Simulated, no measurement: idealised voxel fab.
Title: Process Module voxel self aligned vias
FYI the section here is cut, 285 nm wide, cells are 5 nm squares.
A cross-section is written here as square cells arranged in a grid, and it is given in bands from the top down, each band taking up one or more rows of cells.
Each band's line starts with the height of the band's top and of its bottom, in nm. Then come its materials from left to right, each with its width in nm. One material with "all across" fills the band from edge to edge. "blank" is empty space.
The level at which height equals 0 is the one under which the wafer, as it arrives, is entirely one material. No lower edge exists for the bottom band, which continues downward and is notated as in "0 and below".
The width entry "30..40" should be interpreted row by row: the top row of cells in the band takes the first number, the bottom row takes the second number, and the change between adjacent rows is uniform throughout.
For the purposes of this document, the phrase "nothing got changed" attached to a step denotes that no cell within the cross-section was modified by that step.
Listed in "Closed void entries": every empty space of 8 or more cells without an open way to the top. Form: width x height at distance, the distance being from the left edge, all in nm.
Step line, after settings: the simulator's comment on this step.
The line of a step may include "overlay nm". On a step with a mask, this value is how far to the right of its planned place the mask lay. A negative value means the mask lay to the left.

The planned process steps are enumerated hereunder
- 1: RECEIVE with material Si
- 2: CONFORMAL_DEP with material SiO2, thk nm 10
- 3: CONFORMAL_DEP with material SiCN, thk nm 5
- 4: DIRECTIONAL_DEP with material lowk, thk nm 25
- 5: PATTERN with tone open, mask id LINES, material resist, width nm 25, pitch nm 70, thk nm 15, overlay nm 0
- 6: DIRECTIONAL_ETCH with etch materials lowk, depth nm 25
- 7: STRIP with etch materials resist
- 8: CONFORMAL_DEP with material TiN, thk nm 5
- 9: FILL_DEP with material Ru, thk nm 10
- 10: CMP with height nm 40
- 11: SELECTIVE_ETCH with etch materials W Ru TiN, depth nm 5
- 12: FILL_DEP with material SiN, thk nm 10
- 13: CMP with height nm 40
- 14: DIRECTIONAL_DEP with material lowk, thk nm 20
- 15: DIRECTIONAL_DEP with material aC, thk nm 15
- 16: PATTERN with tone open, mask id VIAS, material resist, width nm 45, pitch nm 70, thk nm 30, overlay nm 0
- 17: DIRECTIONAL_ETCH with etch materials aC, depth nm 15
- 18: STRIP with etch materials resist
- 19: DIRECTIONAL_ETCH with etch materials lowk, depth nm 20
- 20: DIRECTIONAL_ETCH with etch materials SiN, depth nm 5
- 21: STRIP with etch materials aC
- 22: CONFORMAL_DEP with material TiN, thk nm 5
- 23: FILL_DEP with material Cu, thk nm 10
- 24: CMP with height nm 60
- 25: CONFORMAL_DEP with material SiCN, thk nm 5

As-received state of the wafer in cross-section, equivalent to post-step 1
- 0 and below = Si all across
- Closed void entries: none

Here's the wafer cut in cross-section after the module, started and planned just like above, except one thing was done wrong in the run
- 65 down to 60 = SiCN all across
- 60 down to 45 = lowk 80 nm | TiN 5 nm | Cu 45 nm | TiN 5 nm | lowk 15 nm | TiN 5 nm | Cu 45 nm | TiN 5 nm | lowk 80 nm
- 45 down to 40 = lowk 80 nm | TiN 20 nm | Cu 15 nm | TiN 20 nm | lowk 15 nm | TiN 20 nm | Cu 15 nm | TiN 20 nm | lowk 80 nm
- 40 down to 35 = lowk 95 nm | TiN 25 nm | lowk 45 nm | TiN 25 nm | lowk 95 nm
- 35 down to 20 = lowk 95 nm | TiN 5 nm | Ru 15 nm | TiN 5 nm | lowk 45 nm | TiN 5 nm | Ru 15 nm | TiN 5 nm | lowk 95 nm
- 20 down to 15 = lowk 95 nm | TiN 25 nm | lowk 45 nm | TiN 25 nm | lowk 95 nm
- 15 down to 10 = SiCN all across
- 10 down to 0 = SiO2 all across
- 0 and below = Si all across
- Closed void entries: none
Run error: heads up, step 16 didn't go per plan, it actually ran as PATTERN with tone open, mask id VIAS, material resist, width nm 55, pitch nm 70, thk nm 30, overlay nm 0
